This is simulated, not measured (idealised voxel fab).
The process module that follows is named voxel released beams.
Section shown: cut. Width: 150 nm. Cell size: 5 nm, square.
How to read a cross-section here: the picture is a grid of square cells, written as bands going from the top down, and any band can span one or more rows of cells. In this notation a band is specified by the heights of its top and bottom, in that order and in nm, after which its materials appear from left to right, each paired with its width in nm. The word "everywhere" attached to a single material means that material fills the band from edge to edge; the word "air" stands for empty space. Where do heights start? At 0: under that level the wafer as delivered is made of one material only. And the lowest band has no floor; it just carries on downward, as in "0 and below". With a width like "30 to 40", each row of cells in the band differs from the next by the same amount, the top row carrying the first number and the bottom row the second. "same as before", as given for a step, is the statement that not any cell of the cross-section underwent a change during that step. Entry "Closed internal cavities" = empty spaces >= 8 cells with no open way to the top; each as width x height at distance, distance from left edge, all nm. Whatever follows a step's settings on its line is a remark the simulator itself makes about that step. overlay nm, on a step with a mask: how far to the right of its planned place the mask lay; to the left if negative.
### plan
1) RECEIVE, material Si
2) CONFORMAL_DEP, material Al2O3, thk nm 5
3) DIRECTIONAL_DEP, material SiO2, thk nm 10
4) PATTERN, tone open, mask id ANCHOR, material resist, width nm 25, thk nm 20, overlay nm 0
5) DIRECTIONAL_ETCH, etch materials SiO2, depth nm 10
6) STRIP, etch materials resist
7) CONFORMAL_DEP, material SiN, thk nm 10
8) PATTERN, tone cover, mask id BEAM, material resist, width nm 110, thk nm 15, overlay nm 0
9) DIRECTIONAL_ETCH, etch materials SiN, depth nm 10
10) STRIP, etch materials resist
11) STRIP, etch materials SiO2
### Cross-section of the wafer upon arrival, representing the state reached after step 1
	0 and below | Si everywhere
	Closed internal cavities: none
### Cross-sectional result after module completion. Note: starting condition and plan are unchanged from above; one processing mistake was made
	25 down to 15 | air 15 nm / SiN 40 nm / air 95 nm
	15 down to 5 | air 10 nm / SiN 10 nm / SiO2 25 nm / SiN 80 nm / air 25 nm
	5 down to 0 | Al2O3 everywhere
	0 and below | Si everywhere
	Closed internal cavities: none
Want to know what went wrong? in deviation from the planned setting, step 4 was conducted as PATTERN, tone cover, mask id ANCHOR, material resist, width nm 25, thk nm 20, overlay nm 0
